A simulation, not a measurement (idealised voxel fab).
The document below concerns the process module designated voxel tone inversion.
Cross-section cut spans 220 nm and uses square cells 5 nm in size.
How to read a cross-section here: the picture is a grid of square cells, written as bands going from the top down, and any band can span one or more rows of cells.
Band: top and bottom heights (nm) first, top before bottom; then materials from left to right, widths in nm. "throughout" marks a sole material filling the band edge to edge. "empty" denotes empty space.
It should be noted that heights are counted from 0, beneath which the wafer as supplied is of one material throughout, and that the lowest band possesses no lower boundary but continues downward, as written in "from 0 down".
You'd read "30 to 40" like this: the band's top row of cells is as wide as the first number, its bottom row is as wide as the second, and going down, every row changes width by the same amount as the row before did.
Where a step carries "no change occurred", the cross-section came out of it unchanged, cell for cell.
"Closed voids list": empty spaces of 8 cells or more with no open way to the top, each given as width x height at distance, distance from the left edge, all in nm.
Anything after a step's settings on that line? It's the simulator's own note about the step.
On any step carrying a mask, the "overlay nm" setting, if present on the step's line, tells how far right of its planned place the mask lay; negative values point to the left.

Process steps - plan
1) RECEIVE, material Si
2) CONFORMAL_DEP, material SiN, thk nm 5
3) DIRECTIONAL_DEP, material polySi, thk nm 25
4) PATTERN, tone cover, mask id POSTS, material resist, width nm 25, pitch nm 45, thk nm 30, overlay nm 0
5) DIRECTIONAL_ETCH, etch materials polySi, depth nm 25
6) STRIP, etch materials resist
7) FILL_DEP, material SiO2, thk nm 10
8) CMP, height nm 30
9) STRIP, etch materials polySi
10) CONFORMAL_DEP, material TiN, thk nm 5
11) FILL_DEP, material W, thk nm 5
12) CMP, height nm 30
13) CONFORMAL_DEP, material SiCN, thk nm 5

Wafer as received: cross-section following step 1
from 0 down: Si throughout
Closed voids list: none

Figure: cross-sectional view of the wafer upon completion of the module, processed from the initial state and according to the plan depicted above, with one error introduced during execution
from 35 to 30: SiCN throughout
from 30 to 10: SiCN 30, TiN 5, W 15, TiN 5, SiCN 20, TiN 5, W 15, TiN 5, SiCN 20, TiN 5, W 15, TiN 5, SiCN 20, TiN 5, W 15, TiN 5, SiCN 30
from 10 to 5: SiCN 30, TiN 25, SiCN 20, TiN 25, SiCN 20, TiN 25, SiCN 20, TiN 25, SiCN 30
from 5 to 0: SiN throughout
from 0 down: Si throughout
Closed voids list: none
Finding, execution versus plan: step 7, actual vs plan mismatch, actual run FILL_DEP, material SiCN, thk nm 10
